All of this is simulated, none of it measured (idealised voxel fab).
process module | voxel trench capacitor
cross-section cut | 245 nm wide | cells 5 nm
A cross-section is a grid of square cells, given in bands from the top down. A band is one or more rows of cells.
Each band's line starts with the height of the band's top and of its bottom, in nm. Then come its materials from left to right, each with its width in nm. One material with "throughout" fills the band from edge to edge. "air" is empty space.
Height 0 is the level under which the wafer as received is all one material. The lowest band goes on downwards, as in "0 down".
A width such as "30 to 40" changes by the same amount from each row of cells to the next, from the band's top row to its bottom row.
"no change" after a step means that no cell of the cross-section changed.
closed voids: empty space of 8 cells or more with no open way to the top, each as width x height at its distance from the left edge, in nm
after a step's settings: what the simulator itself notes on the step
overlay nm, on a step with a mask: how far to the right of its planned place the mask lay; to the left if negative
plan
1 op RECEIVE | material Si
2 op CONFORMAL_DEP | material SiN | thk nm 10
3 op MASKED_ETCH | tone open | mask id TRENCH | width nm 20 | pitch nm 40 | etch materials SiN | depth nm 10 | overlay nm 0
4 op MASKED_ETCH | tone open | mask id TRENCH | width nm 20 | pitch nm 40 | etch materials Si | depth nm 30 | overlay nm 0
5 op CONFORMAL_DEP | material SiO2 | thk nm 5
6 op FILL_DEP | material polySi | thk nm 10
7 op CMP | height nm 10
first wafer, as planned
as received, after step 1
  0 down: Si throughout
  closed voids: none
after step 2
  10 to 0: SiN throughout
  below 0: unchanged
after step 3
  10 to 0: SiN 90 | air 20 | SiN 20 | air 20 | SiN 95
  below 0: unchanged
after step 4
  10 to 0: SiN 90 | air 20 | SiN 20 | air 20 | SiN 95
  0 to -30: Si 90 | air 20 | Si 20 | air 20 | Si 95
  below -30: unchanged
after step 5
  15 to 10: SiO2 95 | air 10 | SiO2 30 | air 10 | SiO2 100
  10 to 0: SiN 90 | SiO2 5 | air 10 | SiO2 5 | SiN 20 | SiO2 5 | air 10 | SiO2 5 | SiN 95
  0 to -25: Si 90 | SiO2 5 | air 10 | SiO2 5 | Si 20 | SiO2 5 | air 10 | SiO2 5 | Si 95
  -25 to -30: Si 90 | SiO2 20 | Si 20 | SiO2 20 | Si 95
  below -30: unchanged
after step 6
  25 to 15: polySi throughout
  15 to 10: SiO2 95 | polySi 10 | SiO2 30 | polySi 10 | SiO2 100
  10 to 0: SiN 90 | SiO2 5 | polySi 10 | SiO2 5 | SiN 20 | SiO2 5 | polySi 10 | SiO2 5 | SiN 95
  0 to -25: Si 90 | SiO2 5 | polySi 10 | SiO2 5 | Si 20 | SiO2 5 | polySi 10 | SiO2 5 | Si 95
  below -25: unchanged
after step 7
  10 to 0: SiN 90 | SiO2 5 | polySi 10 | SiO2 5 | SiN 20 | SiO2 5 | polySi 10 | SiO2 5 | SiN 95
  below 0: unchanged
second wafer: like start, like plan, one mistake. Through step 1 it matches the first wafer
when step 2 should have ended
  5 to 0: SiN throughout
  below 0: unchanged
when step 3 should have ended
  5 to 0: SiN 90 | air 20 | SiN 20 | air 20 | SiN 95
  below 0: unchanged
when step 4 should have ended
  5 to 0: SiN 90 | air 20 | SiN 20 | air 20 | SiN 95
  0 to -30: Si 90 | air 20 | Si 20 | air 20 | Si 95
  below -30: unchanged
when step 5 should have ended
  10 to 5: SiO2 95 | air 10 | SiO2 30 | air 10 | SiO2 100
  5 to 0: SiN 90 | SiO2 5 | air 10 | SiO2 5 | SiN 20 | SiO2 5 | air 10 | SiO2 5 | SiN 95
  0 to -25: Si 90 | SiO2 5 | air 10 | SiO2 5 | Si 20 | SiO2 5 | air 10 | SiO2 5 | Si 95
  -25 to -30: Si 90 | SiO2 20 | Si 20 | SiO2 20 | Si 95
  below -30: unchanged
when step 6 should have ended
  20 to 10: polySi throughout
  10 to 5: SiO2 95 | polySi 10 | SiO2 30 | polySi 10 | SiO2 100
  5 to 0: SiN 90 | SiO2 5 | polySi 10 | SiO2 5 | SiN 20 | SiO2 5 | polySi 10 | SiO2 5 | SiN 95
  0 to -25: Si 90 | SiO2 5 | polySi 10 | SiO2 5 | Si 20 | SiO2 5 | polySi 10 | SiO2 5 | Si 95
  below -25: unchanged
when step 7 should have ended
  10 to 5: SiO2 95 | polySi 10 | SiO2 30 | polySi 10 | SiO2 100
  below 5: unchanged
what went wrong: step 2 ran as: op CONFORMAL_DEP | material SiN | thk nm 5
at the end the second wafer has, in cells: 41 fewer of SiN | 41 more of SiO2
